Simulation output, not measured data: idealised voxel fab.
The document below concerns the process module designated voxel ribs on slabs.
Square cells of 5 nm make up the cross-section cut, whose width is 190 nm.
Cross-section layout: square cells on a grid; listed as bands, top to bottom; a band spans one or more cell rows. First you get the band's top height and its bottom height, in nm, and then the materials it's made of, left to right, with each width in nm. If you see a single material with "full width", that one covers the band edge to edge. "air" is empty space. Height datum 0, below which the as-received substrate wafer is one material. Lowest band open at the bottom, running downward: "z 0 and below". Quick explanation for "30->40": the width changes in equal steps down the rows of cells, from the first number in the band's top row to the second number in its bottom row. Step note "identical to before" = no cross-section cell changed. Listed in "Voids, enclosed": every empty space of 8 or more cells without an open way to the top. Form: width x height at distance, the distance being from the left edge, all in nm. Step line, after settings: the simulator's comment on this step. overlay nm: mask offset rightward from planned place, masked step; negative means leftward offset.

[Listed below are the process steps as planned]
1) RECEIVE, material Si
2) DIRECTIONAL_DEP, material SiO2, thk nm 25
3) DIRECTIONAL_DEP, material polySi, thk nm 15
4) DIRECTIONAL_DEP, material aC, thk nm 15
5) PATTERN, tone cover, mask id RIB, material resist, width nm 30, thk nm 30, overlay nm 0
6) DIRECTIONAL_ETCH, etch materials aC, depth nm 5
7) STRIP, etch materials resist
8) DIRECTIONAL_ETCH, etch materials polySi, depth nm 10
9) STRIP, etch materials aC
10) DIRECTIONAL_DEP, material aC, thk nm 10
11) PATTERN, tone cover, mask id SLAB, material resist, width nm 60, thk nm 25, overlay nm 0
12) DIRECTIONAL_ETCH, etch materials aC, depth nm 10
13) STRIP, etch materials resist
14) DIRECTIONAL_ETCH, etch materials polySi, depth nm 5
15) STRIP, etch materials aC
16) FILL_DEP, material SiO2, thk nm 15
17) CMP, height nm 50
18) DIRECTIONAL_DEP, material TiN, thk nm 5
19) DIRECTIONAL_DEP, material aC, thk nm 10
20) PATTERN, tone cover, mask id HEATER, material resist, width nm 40, thk nm 30, overlay nm 0
21) DIRECTIONAL_ETCH, etch materials aC, depth nm 10
22) STRIP, etch materials resist
23) DIRECTIONAL_ETCH, etch materials TiN, depth nm 5
24) STRIP, etch materials aC
25) CONFORMAL_DEP, material SiO2, thk nm 5
The wafers in this document start out alike and differ in the depth nm applied at step 6; the plan shows the value used for the first wafer.

[As-received cross-section, first of several wafers, post step 1]
    z 0 and below  Si full width
    Voids, enclosed: none

[Module end state after final step 25: cross-section of the first of several wafers]
    z 60 to 55  70 nm air  50 nm SiO2  70 nm air
    z 55 to 50  75 nm SiO2  40 nm TiN  75 nm SiO2
    z 50 to 40  SiO2 full width
    z 40 to 35  65 nm SiO2  60 nm polySi  65 nm SiO2
    z 35 to 25  polySi full width
    z 25 to 0  SiO2 full width
    z 0 and below  Si full width
    Voids, enclosed: none

[last wafer at the end]
    z 60 to 55  70 nm air  50 nm SiO2  70 nm air
    z 55 to 50  75 nm SiO2  40 nm TiN  75 nm SiO2
    z 50 to 40  SiO2 full width
    z 40 to 30  80 nm SiO2  30 nm polySi  80 nm SiO2
    z 30 to 25  65 nm SiO2  60 nm polySi  65 nm SiO2
    z 25 to 0  SiO2 full width
    z 0 and below  Si full width
    Voids, enclosed: none

[Where each wafer stands at the end of the module, a row apiece: cells of each material gained (+) or lost (-) since it was received, then closed voids]
depth nm 5, +332 SiO2, +8 TiN, +88 polySi, Voids, enclosed: none
depth nm 10, +332 SiO2, +8 TiN, +88 polySi, Voids, enclosed: none
depth nm 15, +396 SiO2, +8 TiN, +24 polySi, Voids, enclosed: none
depth nm 20, +396 SiO2, +8 TiN, +24 polySi, Voids, enclosed: none
depth nm 25, +396 SiO2, +8 TiN, +24 polySi, Voids, enclosed: none
depth nm 30, +396 SiO2, +8 TiN, +24 polySi, Voids, enclosed: none
